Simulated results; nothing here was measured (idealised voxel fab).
process module | voxel released beams
cross-section cut | 220 nm wide | cells 5 nm
A cross-section is a grid of square cells, given in bands from the top down. A band is one or more rows of cells.
Each band's line starts with the height of the band's top and of its bottom, in nm. Then come its materials from left to right, each with its width in nm. One material with "throughout" fills the band from edge to edge. "air" is empty space.
Height 0 is the level under which the wafer as received is all one material. The lowest band goes on downwards, as in "0 down".
A width such as "30 to 40" changes by the same amount from each row of cells to the next, from the band's top row to its bottom row.
"no change" after a step means that no cell of the cross-section changed.
closed voids: empty space of 8 cells or more with no open way to the top, each as width x height at its distance from the left edge, in nm
after a step's settings: what the simulator itself notes on the step
overlay nm, on a step with a mask: how far to the right of its planned place the mask lay; to the left if negative
plan
1 op RECEIVE | material Si
2 op CONFORMAL_DEP | material Al2O3 | thk nm 10
3 op DIRECTIONAL_DEP | material SiO2 | thk nm 20
4 op DIRECTIONAL_DEP | material aC | thk nm 10
5 op PATTERN | tone open | mask id ANCHOR | material resist | width nm 45 | thk nm 25 | overlay nm 0
6 op DIRECTIONAL_ETCH | etch materials aC | depth nm 10
7 op STRIP | etch materials resist
8 op DIRECTIONAL_ETCH | etch materials SiO2 | depth nm 20
9 op STRIP | etch materials aC
10 op CONFORMAL_DEP | material polySi | thk nm 15
11 op PATTERN | tone cover | mask id BEAM | material resist | width nm 130 | thk nm 15 | overlay nm -15
12 op DIRECTIONAL_ETCH | etch materials polySi | depth nm 15
13 op STRIP | etch materials resist
14 op STRIP | etch materials SiO2
varied across the wafers: overlay nm of step 11. The plan shows the first wafer's value. All wafers start alike
first wafer as received, after step 1
  0 down: Si throughout
  closed voids: none
each wafer at the end: cells of each material gained (+) or lost (-) since it was received, then its closed voids
overlay nm -15 | +88 Al2O3 | +102 polySi | closed voids: none
overlay nm -10 | +88 Al2O3 | +102 polySi | closed voids: none
overlay nm -5 | +88 Al2O3 | +102 polySi | closed voids: none
overlay nm 0 | +88 Al2O3 | +102 polySi | closed voids: none
overlay nm 5 | +88 Al2O3 | +102 polySi | closed voids: none
overlay nm 10 | +88 Al2O3 | +102 polySi | closed voids: none
overlay nm 15 | +88 Al2O3 | +102 polySi | closed voids: none
